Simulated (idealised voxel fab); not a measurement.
Process module in this document: voxel self aligned contacts
Xsec cut, 155 nm wide, square cell size 5 nm.
Throughout this document, each cross-section is represented as a grid of square cells and is presented as a sequence of bands enumerated from the top downward, where a band comprises one or more rows of cells.
Each band's line starts with the height of the band's top and of its bottom, in nm. Then come its materials from left to right, each with its width in nm. One material with "all across" fills the band from edge to edge. "empty" is empty space.
For the purposes of this specification, 0 denotes the height below which the wafer in its as-received condition is composed wholly of one material, and the lowermost band, lacking a lower limit, extends downward without end, as expressed in "0 down".
It should be noted that a width expressed as "30 to 40" varies in equal increments from row to row of cells within the band, taking the value of the first number at the top row and that of the second number at the bottom row.
The cross-section has no changed cell in any step marked "stayed the same".
"Trapped voids": empty spaces of 8 cells or more with no open way to the top, each given as width x height at distance, distance from the left edge, all in nm.
Anything after a step's settings on that line? It's the simulator's own note about the step.
The line of a step may include "overlay nm". On a step with a mask, this value is how far to the right of its planned place the mask lay. A negative value means the mask lay to the left.
Process steps (planned):
1. RECEIVE [material Si]
2. OXIDIZE [depth nm 5]
3. DIRECTIONAL_DEP [material polySi] [thk nm 30]
4. DIRECTIONAL_DEP [material SiN] [thk nm 25]
5. PATTERN [tone cover] [mask id GATE] [material resist] [width nm 25] [pitch nm 65] [thk nm 20] [overlay nm 0]
6. DIRECTIONAL_ETCH [etch materials SiN] [depth nm 25]
7. DIRECTIONAL_ETCH [etch materials polySi] [depth nm 30]
8. STRIP [etch materials resist]
9. CONFORMAL_DEP [material SiN] [thk nm 10]
10. DIRECTIONAL_ETCH [etch materials SiN] [depth nm 10]
11. FILL_DEP [material SiO2] [thk nm 20]
12. CMP [height nm 65]
13. PATTERN [tone open] [mask id CONTACT] [material resist] [width nm 50] [thk nm 20] [overlay nm 0]
14. DIRECTIONAL_ETCH [etch materials SiO2] [depth nm 70]
15. STRIP [etch materials resist]
16. CONFORMAL_DEP [material TiN] [thk nm 5]
17. FILL_DEP [material W] [thk nm 5]
18. CMP [height nm 65]
19. CONFORMAL_DEP [material SiN] [thk nm 5]
As-received wafer cross-section (after step 1):
> 0 down | Si all across
> Trapped voids: none
Starting wafer: above. Plan: above. Run: one mistake. Cross-section after the module: below:
> 70 to 65 | SiN all across
> 65 to 55 | SiO2 50 nm, then TiN 5 to 20 nm, then W 40 to 10 nm, then TiN 5 to 20 nm, then SiO2 55 nm
> 55 to 35 | SiO2 20 nm, then SiN 45 nm, then TiN 5 nm, then W 10 nm, then TiN 5 nm, then SiN 45 nm, then SiO2 25 nm
> 35 to 30 | SiO2 20 nm, then SiN 45 nm, then TiN 20 nm, then SiN 45 nm, then SiO2 25 nm
> 30 to 0 | SiN all across
> 0 to -5 | SiO2 all across
> -5 down | Si all across
> Trapped voids: none
Diagnosis: step 3: run off-plan, actual operation and settings DIRECTIONAL_DEP [material SiN] [thk nm 30]
